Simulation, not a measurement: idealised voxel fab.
process module | voxel self aligned vias
cross-section cut | 275 nm wide | cells 5 nm
A cross-section is a grid of square cells, given in bands from the top down. A band is one or more rows of cells.
Each band's line starts with the height of the band's top and of its bottom, in nm. Then come its materials from left to right, each with its width in nm. One material with "throughout" fills the band from edge to edge. "air" is empty space.
Height 0 is the level under which the wafer as received is all one material. The lowest band goes on downwards, as in "0 down".
A width such as "30 to 40" changes by the same amount from each row of cells to the next, from the band's top row to its bottom row.
"no change" after a step means that no cell of the cross-section changed.
closed voids: empty space of 8 cells or more with no open way to the top, each as width x height at its distance from the left edge, in nm
after a step's settings: what the simulator itself notes on the step
overlay nm, on a step with a mask: how far to the right of its planned place the mask lay; to the left if negative
plan
1 op RECEIVE | material Si
2 op CONFORMAL_DEP | material SiO2 | thk nm 10
3 op CONFORMAL_DEP | material SiCN | thk nm 5
4 op DIRECTIONAL_DEP | material SiO2 | thk nm 20
5 op MASKED_ETCH | tone open | mask id LINES | width nm 20 | pitch nm 50 | etch materials SiO2 | depth nm 20 | overlay nm 0
6 op CONFORMAL_DEP | material TiN | thk nm 5
7 op FILL_DEP | material W | thk nm 10
8 op CMP | height nm 35
9 op SELECTIVE_ETCH | etch materials W Ru TiN | depth nm 10
10 op FILL_DEP | material SiN | thk nm 10
11 op CMP | height nm 35
12 op DIRECTIONAL_DEP | material SiO2 | thk nm 15
13 op PATTERN | tone open | mask id VIAS | material resist | width nm 30 | thk nm 15 | overlay nm 0
14 op DIRECTIONAL_ETCH | etch materials SiO2 | depth nm 15
15 op DIRECTIONAL_ETCH | etch materials SiN | depth nm 10
16 op STRIP | etch materials resist
17 op CONFORMAL_DEP | material TiN | thk nm 5
18 op FILL_DEP | material Ru | thk nm 5
19 op CMP | height nm 50
20 op CONFORMAL_DEP | material SiN | thk nm 5
as received, after step 1
  0 down: Si throughout
  closed voids: none
a wafer at the end: this start, this plan, one mistake
  55 to 50: SiN throughout
  50 to 40: SiO2 85 | TiN 5 | Ru 20 | TiN 5 | SiO2 160
  40 to 35: SiO2 85 | TiN 20 | Ru 5 | TiN 5 | SiO2 160
  35 to 30: SiO2 100 | TiN 5 | Ru 5 | TiN 5 | SiN 5 | SiO2 30 | SiN 20 | SiO2 105
  30 to 25: SiO2 100 | TiN 15 | SiN 5 | SiO2 30 | SiN 20 | SiO2 105
  25 to 20: SiO2 100 | TiN 5 | W 10 | TiN 5 | SiO2 30 | TiN 5 | W 10 | TiN 5 | SiO2 105
  20 to 15: SiO2 100 | TiN 20 | SiO2 30 | TiN 20 | SiO2 105
  15 to 10: SiCN throughout
  10 to 0: SiO2 throughout
  0 down: Si throughout
  closed voids: none
what went wrong: step 13 ran as: op PATTERN | tone open | mask id VIAS | material resist | width nm 30 | thk nm 15 | overlay nm -10
